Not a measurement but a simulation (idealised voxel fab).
Process module name: voxel air gaps
The cross-section shown here is cut; it is 245 nm wide and divided into square cells measuring 5 nm on a side.
Think of the cross-section as a grid of square cells. We describe it in bands, top to bottom, and each band covers one or more rows of those cells. What a band's entry tells you: where the top is and where the bottom is, as heights in nm, and after that what lies inside, material by material from left to right, each with its width in nm. Empty space is written as the word "blank", and a single material marked with the word "edge to edge" occupies the band from edge to edge. Height 0 is the level under which the wafer as received is all one material. The lowest band goes on downwards, as in "0 down". Top row gets the first number, bottom row gets the second, and each row in between changes by the same step: that is how a band width like "30..40" works. "no modifications" -> step changed no cross-section cell. The list in "Enclosed internal cavities" covers empty spaces of 8 cells or more that cannot reach the top through any open way, and it gives each as width x height at distance; the distance is from the left edge, and width, height and distance are in nm. On each step's line, the part that comes after the settings is the simulator's own comment on the step. You can add "overlay nm" to a step's line. For a step with a mask, it describes how far the mask lay to the right of its planned position, and a negative number describes a lay to the left.
THESE ARE THE STEPS WE PLANNED FOR THE PROCESS
1) RECEIVE, material Si
2) CONFORMAL_DEP, material SiO2, thk nm 10
3) CONFORMAL_DEP, material SiN, thk nm 5
4) DIRECTIONAL_DEP, material SiO2, thk nm 35
5) PATTERN, tone open, mask id LINES, material resist, width nm 20, pitch nm 50, thk nm 20, overlay nm 0
6) DIRECTIONAL_ETCH, etch materials SiO2, depth nm 35
7) STRIP, etch materials resist
8) CONFORMAL_DEP, material TiN, thk nm 5
9) FILL_DEP, material W, thk nm 10
10) CMP, height nm 50
11) EPI, material Ru, thk nm 10
12) SELECTIVE_ETCH, etch materials SiO2, depth nm 45
13) CONFORMAL_DEP, material SiN, thk nm 5
AS-RECEIVED STATE OF THE WAFER IN CROSS-SECTION, EQUIVALENT TO POST-STEP 1
    0 down = Si edge to edge
    Enclosed internal cavities: none
CROSS-SECTION TAKEN AT MODULE COMPLETION ON THE FIRST OF TWO WAFERS; PROCESSED PER THE PLAN
    65 to 60 = 45 of blank | 150 of SiN | 50 of blank
    60 to 50 = 45 of blank | 5 of SiN | 40 of Ru | 10 of SiN | 40 of Ru | 10 of SiN | 40 of Ru | 5 of SiN | 50 of blank
    50 to 45 = 45 of blank | 15 of SiN | 5 of TiN | 10 of W | 5 of TiN | 30 of SiN | 5 of TiN | 10 of W | 5 of TiN | 30 of SiN | 5 of TiN | 10 of W | 5 of TiN | 15 of SiN | 50 of blank
    45 to 20 = 55 of blank | 5 of SiN | 5 of TiN | 10 of W | 5 of TiN | 5 of SiN | 20 of blank | 5 of SiN | 5 of TiN | 10 of W | 5 of TiN | 5 of SiN | 20 of blank | 5 of SiN | 5 of TiN | 10 of W | 5 of TiN | 5 of SiN | 60 of blank
    20 to 15 = 60 of SiN | 20 of TiN | 30 of SiN | 20 of TiN | 30 of SiN | 20 of TiN | 65 of SiN
    15 to 10 = SiN edge to edge
    10 to 0 = SiO2 edge to edge
    0 down = Si edge to edge
    Enclosed internal cavities: 20 x 25 at 85; 20 x 25 at 135
THIS IS THE SECOND OF THE TWO WAFERS, CROSS-SECTIONED AT THE END OF THE MODULE; IT STARTED EXACTLY LIKE THE FIRST AND WAS GIVEN THE SAME PLAN, BUT IT WAS RUN WITH ONE MISTAKE
    75 to 70 = 35 of blank | 170 of SiN | 40 of blank
    70 to 50 = 35 of blank | 5 of SiN | 160 of Ru | 5 of SiN | 40 of blank
    50 to 45 = 35 of blank | 25 of SiN | 5 of TiN | 10 of W | 5 of TiN | 30 of SiO2 | 5 of TiN | 10 of W | 5 of TiN | 30 of SiO2 | 5 of TiN | 10 of W | 5 of TiN | 25 of SiN | 40 of blank
    45 to 20 = 55 of blank | 5 of SiN | 5 of TiN | 10 of W | 5 of TiN | 30 of SiO2 | 5 of TiN | 10 of W | 5 of TiN | 30 of SiO2 | 5 of TiN | 10 of W | 5 of TiN | 5 of SiN | 60 of blank
    20 to 15 = 60 of SiN | 20 of TiN | 30 of SiO2 | 20 of TiN | 30 of SiO2 | 20 of TiN | 65 of SiN
    15 to 10 = SiN edge to edge
    10 to 0 = SiO2 edge to edge
    0 down = Si edge to edge
    Enclosed internal cavities: none
Misprocessing identified: plan step 11 was conducted twice
Counted in cells at the end, the second wafer holds more or fewer of these materials than the first: +80 Ru | -40 SiN | +84 SiO2
The final tally of closed voids stands at 2 on the first wafer and 0 on the second.
